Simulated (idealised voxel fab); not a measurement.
process module | voxel self aligned contacts
cross-section cut | 200 nm wide | cells 5 nm
A cross-section is a grid of square cells, given in bands from the top down. A band is one or more rows of cells.
Each band's line starts with the height of the band's top and of its bottom, in nm. Then come its materials from left to right, each with its width in nm. One material with "throughout" fills the band from edge to edge. "air" is empty space.
Height 0 is the level under which the wafer as received is all one material. The lowest band goes on downwards, as in "0 down".
A width such as "30 to 40" changes by the same amount from each row of cells to the next, from the band's top row to its bottom row.
"no change" after a step means that no cell of the cross-section changed.
closed voids: empty space of 8 cells or more with no open way to the top, each as width x height at its distance from the left edge, in nm
after a step's settings: what the simulator itself notes on the step
overlay nm, on a step with a mask: how far to the right of its planned place the mask lay; to the left if negative
plan
1 op RECEIVE | material Si
2 op OXIDIZE | depth nm 5
3 op DIRECTIONAL_DEP | material polySi | thk nm 30
4 op DIRECTIONAL_DEP | material SiN | thk nm 20
5 op DIRECTIONAL_DEP | material aC | thk nm 15
6 op PATTERN | tone cover | mask id GATE | material resist | width nm 25 | pitch nm 60 | thk nm 35 | overlay nm 0
7 op DIRECTIONAL_ETCH | etch materials aC | depth nm 15
8 op STRIP | etch materials resist
9 op DIRECTIONAL_ETCH | etch materials SiN | depth nm 20
10 op DIRECTIONAL_ETCH | etch materials polySi | depth nm 30
11 op STRIP | etch materials aC
12 op CONFORMAL_DEP | material SiN | thk nm 10
13 op DIRECTIONAL_ETCH | etch materials SiN | depth nm 10
14 op FILL_DEP | material SiO2 | thk nm 20
15 op CMP | height nm 60
16 op PATTERN | tone open | mask id CONTACT | material resist | width nm 45 | pitch nm 60 | thk nm 15 | overlay nm 0
17 op DIRECTIONAL_ETCH | etch materials SiO2 | depth nm 65
18 op STRIP | etch materials resist
19 op CONFORMAL_DEP | material TiN | thk nm 5
20 op FILL_DEP | material Ru | thk nm 10
21 op CMP | height nm 60
22 op CONFORMAL_DEP | material SiCN | thk nm 5
as received, after step 1
  0 down: Si throughout
  closed voids: none
a wafer at the end: this start, this plan, one mistake
  65 to 50: SiCN throughout
  50 to 30: SiN throughout
  30 to 0: polySi throughout
  0 to -5: SiO2 throughout
  -5 down: Si throughout
  closed voids: none
what went wrong: step 5 ran as: op DIRECTIONAL_DEP | material SiCN | thk nm 15
